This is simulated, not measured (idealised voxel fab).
The process module presented herein is designated voxel released beams.
Pictured: cross-section cut, 170 nm wide, on a grid of 5 nm square cells.
A cross-section in this document is a grid of square cells, and it is written down as bands, the top band listed before the ones below it; a band is made up of one or more rows of cells. Quick guide to a band line: top height, bottom height (nm) up front; then every material left to right with its width in nm. Only one material and it's marked "throughout"? Then it fills the band edge to edge. And "blank" just means empty space. Height reference: 0 = level under which incoming wafer is all one material. Lowest band: no bottom, runs on downward, e.g. "top 0, no bottom". You'd read "30 to 40" like this: the band's top row of cells is as wide as the first number, its bottom row is as wide as the second, and going down, every row changes width by the same amount as the row before did. "no modifications" after a step means that no cell of the cross-section changed. Reported under the label "Completely enclosed voids" are the empty spaces having no open way to the top and comprising 8 cells or more; the notation for each is width x height at distance, in which the distance is measured from the left edge and all three values are in nm. On each step's line, the part that comes after the settings is the simulator's own comment on the step. When a step includes a mask, the "overlay nm" setting on its line states how far to the right of its planned place that mask lay, and negative values state how far to the left.
PROCESS STEPS (PLANNED)
1 RECEIVE with material Si
2 CONFORMAL_DEP with material Al2O3, thk nm 5
3 DIRECTIONAL_DEP with material SiO2, thk nm 10
4 DIRECTIONAL_DEP with material aC, thk nm 10
5 PATTERN with tone open, mask id ANCHOR, material resist, width nm 35, thk nm 25, overlay nm 0
6 DIRECTIONAL_ETCH with etch materials aC, depth nm 10
7 STRIP with etch materials resist
8 DIRECTIONAL_ETCH with etch materials SiO2, depth nm 10
9 STRIP with etch materials aC
10 CONFORMAL_DEP with material SiN, thk nm 10
11 DIRECTIONAL_DEP with material aC, thk nm 10
12 PATTERN with tone cover, mask id BEAM, material resist, width nm 90, thk nm 30, overlay nm 0
13 DIRECTIONAL_ETCH with etch materials aC, depth nm 10
14 STRIP with etch materials resist
15 DIRECTIONAL_ETCH with etch materials SiN, depth nm 10
16 STRIP with etch materials aC
17 STRIP with etch materials SiO2
THE CROSS-SECTION HERE SHOWS THE WAFER AS RECEIVED, I.E. IN ITS STATE AFTER STEP 1
    top 0, no bottom = Si throughout
    Completely enclosed voids: none
FINAL CROSS-SECTION, MODULE RUN WITH ONE MISTAKE (START AND PLAN AS ABOVE)
    top 25, bottom 20 = blank=35, SiN=15, blank=15, SiN=60, blank=45
    top 20, bottom 15 = SiN=50, blank=15, SiN=105
    top 15, bottom 5 = SiO2=40, SiN=35, SiO2=95
    top 5, bottom 0 = Al2O3 throughout
    top 0, no bottom = Si throughout
    Completely enclosed voids: none
So what did we get wrong on this run? off-plan run, step 15, actual operation and settings DIRECTIONAL_ETCH with etch materials SiN, depth nm 5
